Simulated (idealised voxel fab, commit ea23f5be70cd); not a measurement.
The document below concerns the process module designated voxel spacer lines.
Cross-section cut: width 295 nm, square cells of 5 nm.
Notation: cross-section as square-cell grid; stated in bands, top first, going down; one or more cell rows per band. For a band, the entry starts with two heights in nm, that of the top and then that of the bottom, and carries on with the band's materials in order from left to right, each alongside its width in nm; the word "everywhere" beside a single material means it fills the band edge to edge, and "blank" means empty space. Height datum 0, below which the as-received substrate wafer is one material. Lowest band open at the bottom, running downward: "0 down". Think of "30..40" as a width that walks from the first number to the second as you go down the band, top row to bottom row, taking equal-sized steps from row to row. You'll sometimes find "same as before" written for a step, and that's the way of saying that nowhere in the cross-section did a cell change during that step. The entry "Voids, enclosed" lists the empty spaces that cover at least 8 cells and have no open path to the top. Each is written as width x height at distance, where the distance is measured from the left edge and all three values are in nm. Read whatever lies past the settings on a step's line as the simulator's own remark about the step. overlay nm: mask offset rightward from planned place, masked step; negative means leftward offset.

### Steps planned for the process
| 1 | RECEIVE (material Si) |
| 2 | CONFORMAL_DEP (material Al2O3; thk nm 5) |
| 3 | DIRECTIONAL_DEP (material W; thk nm 15) |
| 4 | DIRECTIONAL_DEP (material aC; thk nm 20) |
| 5 | PATTERN (tone cover; mask id MANDREL; material resist; width nm 20; pitch nm 60; thk nm 25; overlay nm 0) |
| 6 | DIRECTIONAL_ETCH (etch materials aC; depth nm 20) |
| 7 | STRIP (etch materials resist) |
| 8 | CONFORMAL_DEP (material SiN; thk nm 10) |
| 9 | DIRECTIONAL_ETCH (etch materials SiN; depth nm 10) |
| 10 | STRIP (etch materials aC) |
| 11 | DIRECTIONAL_ETCH (etch materials W; depth nm 15) |
| 12 | STRIP (etch materials SiN) |
| 13 | FILL_DEP (material lowk; thk nm 5) |
| 14 | CMP (height nm 20) |

### First wafer of two (run as planned)

### Wafer at receipt (post step 1), cross-section
    0 down | Si everywhere
    Voids, enclosed: none

### Cross-sectional representation of the wafer at the conclusion of step 2
    5 to 0 | Al2O3 everywhere
    Under 0: no change, same as before.

### Cross-sectional representation of the wafer at the conclusion of step 3
    20 to 5 | W everywhere
    Under 5: no change, same as before.

### Cross-sectional representation of the wafer at the conclusion of step 4
    40 to 20 | aC everywhere
    Under 20: no change, same as before.

### Cross-sectional representation of the wafer at the conclusion of step 5
    65 to 40 | blank (75), resist (20), blank (40), resist (20), blank (40), resist (20), blank (80)
    Under 40: no change, same as before.

### Cross-sectional representation of the wafer at the conclusion of step 6
    45 to 40 | blank (75), resist (20), blank (40), resist (20), blank (40), resist (20), blank (80)
    40 to 20 | blank (75), aC (20), blank (40), aC (20), blank (40), aC (20), blank (80)
    Under 20: no change, same as before.

### Cross-sectional representation of the wafer at the conclusion of step 7
    40 to 20 | blank (75), aC (20), blank (40), aC (20), blank (40), aC (20), blank (80)
    Under 20: no change, same as before.

### Cross-sectional representation of the wafer at the conclusion of step 8
    50 to 40 | blank (65), SiN (40), blank (20), SiN (40), blank (20), SiN (40), blank (70)
    40 to 30 | blank (65), SiN (10), aC (20), SiN (10), blank (20), SiN (10), aC (20), SiN (10), blank (20), SiN (10), aC (20), SiN (10), blank (70)
    30 to 20 | SiN (75), aC (20), SiN (40), aC (20), SiN (40), aC (20), SiN (80)
    Under 20: no change, same as before.

### Cross-sectional representation of the wafer at the conclusion of step 9
    40 to 20 | blank (65), SiN (10), aC (20), SiN (10), blank (20), SiN (10), aC (20), SiN (10), blank (20), SiN (10), aC (20), SiN (10), blank (70)
    Under 20: no change, same as before.

### Cross-sectional representation of the wafer at the conclusion of step 10
    40 to 20 | blank (65), SiN (10), blank (20), SiN (10), blank (20), SiN (10), blank (20), SiN (10), blank (20), SiN (10), blank (20), SiN (10), blank (70)
    Under 20: no change, same as before.

### Cross-sectional representation of the wafer at the conclusion of step 11
    40 to 20 | blank (65), SiN (10), blank (20), SiN (10), blank (20), SiN (10), blank (20), SiN (10), blank (20), SiN (10), blank (20), SiN (10), blank (70)
    20 to 5 | blank (65), W (10), blank (20), W (10), blank (20), W (10), blank (20), W (10), blank (20), W (10), blank (20), W (10), blank (70)
    Under 5: no change, same as before.

### Cross-sectional representation of the wafer at the conclusion of step 12
    20 to 5 | blank (65), W (10), blank (20), W (10), blank (20), W (10), blank (20), W (10), blank (20), W (10), blank (20), W (10), blank (70)
    Under 5: no change, same as before.

### Cross-sectional representation of the wafer at the conclusion of step 13
    25 to 20 | lowk everywhere
    20 to 5 | lowk (65), W (10), lowk (20), W (10), lowk (20), W (10), lowk (20), W (10), lowk (20), W (10), lowk (20), W (10), lowk (70)
    Under 5: no change, same as before.

### Cross-sectional representation of the wafer at the conclusion of step 14
    20 to 5 | lowk (65), W (10), lowk (20), W (10), lowk (20), W (10), lowk (20), W (10), lowk (20), W (10), lowk (20), W (10), lowk (70)
    Under 5: no change, same as before.

### What follows concerns the second wafer, which started out like the first and was meant to follow the very same plan; one mistake crept in when it was run, but everything up to and including step 2 is the same as for the first wafer

### The second wafer cut through, at the time step 3 was supposed to be finished
    25 to 5 | aC everywhere
    Under 5: no change, same as before.

### The second wafer cut through, at the time step 4 was supposed to be finished
    40 to 25 | W everywhere
    Under 25: no change, same as before.

### The second wafer cut through, at the time step 5 was supposed to be finished
    65 to 40 | blank (75), resist (20), blank (40), resist (20), blank (40), resist (20), blank (80)
    Under 40: no change, same as before.

### The second wafer cut through, at the time step 6 was supposed to be finished
    45 to 40 | blank (75), resist (20), blank (40), resist (20), blank (40), resist (20), blank (80)
    Under 40: no change, same as before.

### The second wafer cut through, at the time step 7 was supposed to be finished
    40 to 25 | W everywhere
    Under 25: no change, same as before.

### The second wafer cut through, at the time step 8 was supposed to be finished
    50 to 40 | SiN everywhere
    Under 40: no change, same as before.

### The second wafer cut through, at the time step 9 was supposed to be finished
    40 to 25 | W everywhere
    Under 25: no change, same as before.

The second wafer cut through, at the time step 10 was supposed to be finished: same as before

### The second wafer cut through, at the time step 11 was supposed to be finished
    25 to 5 | aC everywhere
    Under 5: no change, same as before.

The second wafer cut through, at the time step 12 was supposed to be finished: same as before

### The second wafer cut through, at the time step 13 was supposed to be finished
    30 to 25 | lowk everywhere
    Under 25: no change, same as before.

### The second wafer cut through, at the time step 14 was supposed to be finished
    20 to 5 | aC everywhere
    Under 5: no change, same as before.
Diagnosis: swap of plan steps 3 and 4 during execution
Count the cells at the end and the second wafer has more or fewer of some materials than the first: -36 W | +177 aC | -141 lowk
